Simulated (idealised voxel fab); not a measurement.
process module | voxel wiring stack
cross-section cut | 180 nm wide | cells 5 nm
A cross-section is a grid of square cells, given in bands from the top down. A band is one or more rows of cells.
Each band's line starts with the height of the band's top and of its bottom, in nm. Then come its materials from left to right, each with its width in nm. One material with "throughout" fills the band from edge to edge. "air" is empty space.
Height 0 is the level under which the wafer as received is all one material. The lowest band goes on downwards, as in "0 down".
A width such as "30 to 40" changes by the same amount from each row of cells to the next, from the band's top row to its bottom row.
"no change" after a step means that no cell of the cross-section changed.
closed voids: empty space of 8 cells or more with no open way to the top, each as width x height at its distance from the left edge, in nm
after a step's settings: what the simulator itself notes on the step
overlay nm, on a step with a mask: how far to the right of its planned place the mask lay; to the left if negative
plan
1 op RECEIVE | material Si
2 op CONFORMAL_DEP | material SiO2 | thk nm 10
3 op CONFORMAL_DEP | material SiN | thk nm 5
4 op DIRECTIONAL_DEP | material SiO2 | thk nm 25
5 op MASKED_ETCH | tone open | mask id METAL_1 | width nm 30 | pitch nm 55 | etch materials SiO2 | depth nm 25 | overlay nm 0
6 op MASKED_ETCH | tone open | mask id METAL_1 | width nm 30 | pitch nm 55 | etch materials SiN | depth nm 5 | overlay nm 0
7 op CONFORMAL_DEP | material TiN | thk nm 5
8 op FILL_DEP | material Cu | thk nm 5
9 op CMP | height nm 40
10 op CONFORMAL_DEP | material SiCN | thk nm 5
11 op DIRECTIONAL_DEP | material lowk | thk nm 15
12 op DIRECTIONAL_DEP | material aC | thk nm 15
13 op PATTERN | tone open | mask id PLUG_1 | material resist | width nm 15 | thk nm 35 | overlay nm 0
14 op DIRECTIONAL_ETCH | etch materials aC | depth nm 15
15 op STRIP | etch materials resist
16 op DIRECTIONAL_ETCH | etch materials lowk | depth nm 15
17 op DIRECTIONAL_ETCH | etch materials SiCN | depth nm 5
18 op STRIP | etch materials aC
19 op EPI | material Ru | thk nm 10
20 op EPI | material Ru | thk nm 10
21 op CONFORMAL_DEP | material SiCN | thk nm 5
22 op DIRECTIONAL_DEP | material SiO2 | thk nm 15
23 op DIRECTIONAL_DEP | material aC | thk nm 15
24 op PATTERN | tone open | mask id METAL_2 | material resist | width nm 30 | pitch nm 55 | thk nm 35 | overlay nm 0
25 op DIRECTIONAL_ETCH | etch materials aC | depth nm 15
26 op STRIP | etch materials resist
27 op DIRECTIONAL_ETCH | etch materials SiO2 | depth nm 15
28 op DIRECTIONAL_ETCH | etch materials SiCN | depth nm 5
29 op STRIP | etch materials aC
30 op CONFORMAL_DEP | material TiN | thk nm 5
31 op FILL_DEP | material W | thk nm 10
32 op CMP | height nm 80
33 op CONFORMAL_DEP | material SiCN | thk nm 5
34 op DIRECTIONAL_DEP | material SiO2 | thk nm 15
35 op DIRECTIONAL_DEP | material aC | thk nm 15
36 op PATTERN | tone open | mask id PLUG_2 | material resist | width nm 15 | pitch nm 55 | thk nm 30 | overlay nm 0
37 op DIRECTIONAL_ETCH | etch materials aC | depth nm 15
38 op STRIP | etch materials resist
39 op DIRECTIONAL_ETCH | etch materials SiO2 | depth nm 15
40 op DIRECTIONAL_ETCH | etch materials SiCN | depth nm 5
41 op STRIP | etch materials aC
42 op CONFORMAL_DEP | material TiN | thk nm 5
43 op FILL_DEP | material Ru | thk nm 5
44 op CMP | height nm 100
45 op DIRECTIONAL_DEP | material TiN | thk nm 5
46 op DIRECTIONAL_DEP | material Ru | thk nm 25
47 op MASKED_ETCH | tone cover | mask id METAL_3 | width nm 30 | pitch nm 55 | etch materials Ru | depth nm 25 | overlay nm 0
48 op MASKED_ETCH | tone cover | mask id METAL_3 | width nm 30 | pitch nm 55 | etch materials TiN | depth nm 5 | overlay nm 0
49 op CONFORMAL_DEP | material SiCN | thk nm 5
50 op FILL_DEP | material SiO2 | thk nm 5
51 op CMP | height nm 130
52 op CONFORMAL_DEP | material SiCN | thk nm 5
53 op DIRECTIONAL_DEP | material lowk | thk nm 25
54 op PATTERN | tone open | mask id METAL_4_HOLES | material resist | width nm 15 | pitch nm 55 | thk nm 15 | overlay nm 0
55 op DIRECTIONAL_ETCH | etch materials lowk | depth nm 25
56 op STRIP | etch materials resist
57 op MASKED_ETCH | tone open | mask id METAL_4 | width nm 30 | pitch nm 55 | etch materials lowk | depth nm 15 | overlay nm 0
58 op MASKED_ETCH | tone open | mask id METAL_4 | width nm 30 | pitch nm 55 | etch materials SiCN | depth nm 5 | overlay nm 0
59 op CONFORMAL_DEP | material TiN | thk nm 5
60 op FILL_DEP | material Cu | thk nm 10
61 op CMP | height nm 160
62 op CONFORMAL_DEP | material SiCN | thk nm 5
as received, after step 1
  0 down: Si throughout
  closed voids: none
first wafer at the end, as planned
  165 to 160: SiCN throughout
  160 to 150: lowk 45 | TiN 5 | Cu 20 | TiN 5 | lowk 25 | TiN 5 | Cu 20 | TiN 5 | lowk 50
  150 to 145: lowk 45 | TiN 5 | Cu 5 | TiN 20 | lowk 25 | TiN 5 | Cu 5 | TiN 20 | lowk 50
  145 to 135: lowk 45 | TiN 5 | Cu 5 | TiN 5 | lowk 40 | TiN 5 | Cu 5 | TiN 5 | lowk 65
  135 to 130: SiCN 45 | TiN 15 | SiCN 40 | TiN 15 | SiCN 65
  130 to 105: SiO2 40 | SiCN 5 | Ru 30 | SiCN 5 | SiO2 15 | SiCN 5 | Ru 30 | SiCN 5 | SiO2 45
  105 to 100: SiCN 45 | TiN 30 | SiCN 25 | TiN 30 | SiCN 50
  100 to 85: SiO2 45 | TiN 5 | Ru 5 | TiN 5 | SiO2 40 | TiN 5 | Ru 5 | TiN 5 | SiO2 65
  85 to 80: SiCN 45 | TiN 15 | SiCN 40 | TiN 15 | SiCN 65
  80 to 65: SiO2 45 | TiN 5 | W 20 | TiN 5 | SiO2 25 | TiN 5 | W 20 | TiN 5 | SiO2 50
  65 to 60: SiCN 45 | TiN 30 | SiCN 25 | TiN 30 | SiCN 50
  60 to 45: lowk 45 | Ru 15 | lowk 120
  45 to 40: SiCN 45 | Ru 15 | SiCN 120
  40 to 15: SiO2 45 | TiN 5 | Cu 20 | TiN 5 | SiO2 25 | TiN 5 | Cu 20 | TiN 5 | SiO2 50
  15 to 10: SiN 45 | TiN 30 | SiN 25 | TiN 30 | SiN 50
  10 to 0: SiO2 throughout
  0 down: Si throughout
  closed voids: none
second wafer at the end: like start, like plan, one mistake
  165 to 160: SiCN throughout
  160 to 150: lowk 45 | TiN 5 | Cu 20 | TiN 5 | lowk 25 | TiN 5 | Cu 20 | TiN 5 | lowk 50
  150 to 145: lowk 45 | TiN 5 | Cu 5 | TiN 20 | lowk 25 | TiN 5 | Cu 5 | TiN 20 | lowk 50
  145 to 135: lowk 45 | TiN 5 | Cu 5 | TiN 5 | lowk 40 | TiN 5 | Cu 5 | TiN 5 | lowk 65
  135 to 130: SiCN 45 | TiN 15 | SiCN 40 | TiN 15 | SiCN 65
  130 to 105: SiO2 40 | SiCN 5 | Ru 30 | SiCN 5 | SiO2 15 | SiCN 5 | Ru 30 | SiCN 5 | SiO2 45
  105 to 100: SiCN 45 | TiN 30 | SiCN 25 | TiN 30 | SiCN 50
  100 to 85: Ru 40 | TiN 5 | SiO2 15 | TiN 5 | Ru 30 | TiN 5 | SiO2 15 | TiN 5 | Ru 60
  85 to 80: TiN 45 | SiCN 15 | TiN 40 | SiCN 15 | TiN 65
  80 to 65: SiO2 45 | TiN 5 | W 20 | TiN 5 | SiO2 25 | TiN 5 | W 20 | TiN 5 | SiO2 50
  65 to 60: SiCN 45 | TiN 30 | SiCN 25 | TiN 30 | SiCN 50
  60 to 45: lowk 45 | Ru 15 | lowk 120
  45 to 40: SiCN 45 | Ru 15 | SiCN 120
  40 to 15: SiO2 45 | TiN 5 | Cu 20 | TiN 5 | SiO2 25 | TiN 5 | Cu 20 | TiN 5 | SiO2 50
  15 to 10: SiN 45 | TiN 30 | SiN 25 | TiN 30 | SiN 50
  10 to 0: SiO2 throughout
  0 down: Si throughout
  closed voids: none
what went wrong: step 36 ran as: op PATTERN | tone cover | mask id PLUG_2 | material resist | width nm 15 | pitch nm 55 | thk nm 30 | overlay nm 0
at the end the second wafer has, in cells: 72 more of Ru | 24 fewer of SiCN | 72 fewer of SiO2 | 24 more of TiN
